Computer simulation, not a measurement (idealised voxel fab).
process module | voxel released beams
We display cut, a cross-section 250 nm in width whose square cells are each 5 nm.
A cross-section in this document is a grid of square cells, and it is written down as bands, the top band listed before the ones below it; a band is made up of one or more rows of cells.
It is stipulated that each band's entry specify, in nanometres, the height of the top of the band and then that of its bottom, followed by the materials of the band in left-to-right sequence, each together with its width in nanometres. A single material marked by the word "everywhere" is understood to fill the band from edge to edge; the word "air" is understood to denote empty space.
A quick word on heights: they are counted from 0, and under that level the wafer as it came to us is one material throughout. The lowest band is different from the rest in having no bottom; it simply continues downward, written as in "0 nm and below".
Read "30 to 40" as a graded width: first number on top, second number at the bottom, same change between each pair of neighbouring rows.
Take "nothing changed" at face value: in the step it is given for, the cross-section changed in none of its cells.
The list in "Listed closed voids" covers empty spaces of 8 cells or more that cannot reach the top through any open way, and it gives each as width x height at distance; the distance is from the left edge, and width, height and distance are in nm.
Where a step's line continues beyond its settings, the continuation is a remark by the simulator itself on that step.
overlay nm: mask right of planned place by this much (step with mask). Neg. = left.
STEPS PLANNED FOR THE PROCESS
1. RECEIVE [material Si]
2. CONFORMAL_DEP [material Al2O3] [thk nm 5]
3. DIRECTIONAL_DEP [material SiO2] [thk nm 10]
4. PATTERN [tone open] [mask id ANCHOR] [material resist] [width nm 30] [thk nm 15] [overlay nm 0]
5. DIRECTIONAL_ETCH [etch materials SiO2] [depth nm 10]
6. STRIP [etch materials resist]
7. CONFORMAL_DEP [material SiN] [thk nm 10]
8. PATTERN [tone cover] [mask id BEAM] [material resist] [width nm 100] [thk nm 15] [overlay nm 0]
9. DIRECTIONAL_ETCH [etch materials SiN] [depth nm 10]
10. STRIP [etch materials resist]
11. STRIP [etch materials SiO2]
Quick note for whoever runs this: the wafers start identical, but the thk nm at step 2 isn't the same across them. The plan just shows what the first wafer had.
SO THIS IS THE FIRST OF SEVERAL WAFERS, CROSS-SECTIONED AS IT CAME TO US, MEANING IT'S AT THE END OF STEP 1
    0 nm and below | Si everywhere
    Listed closed voids: none
EVERY ROW IN THIS TABLE IS A WAFER AT THE END OF THE MODULE, AND IT GIVES, FOR EACH OF THE MATERIALS, THE CELLS THAT WAFER HAS GAINED (+) OR LOST (-) SINCE IT WAS RECEIVED, THEN ITS CLOSED VOIDS
thk nm 5; +50 Al2O3; +48 SiN; Listed closed voids: none
thk nm 10; +100 Al2O3; +48 SiN; Listed closed voids: none
thk nm 15; +150 Al2O3; +48 SiN; Listed closed voids: none
thk nm 20; +200 Al2O3; +48 SiN; Listed closed voids: none
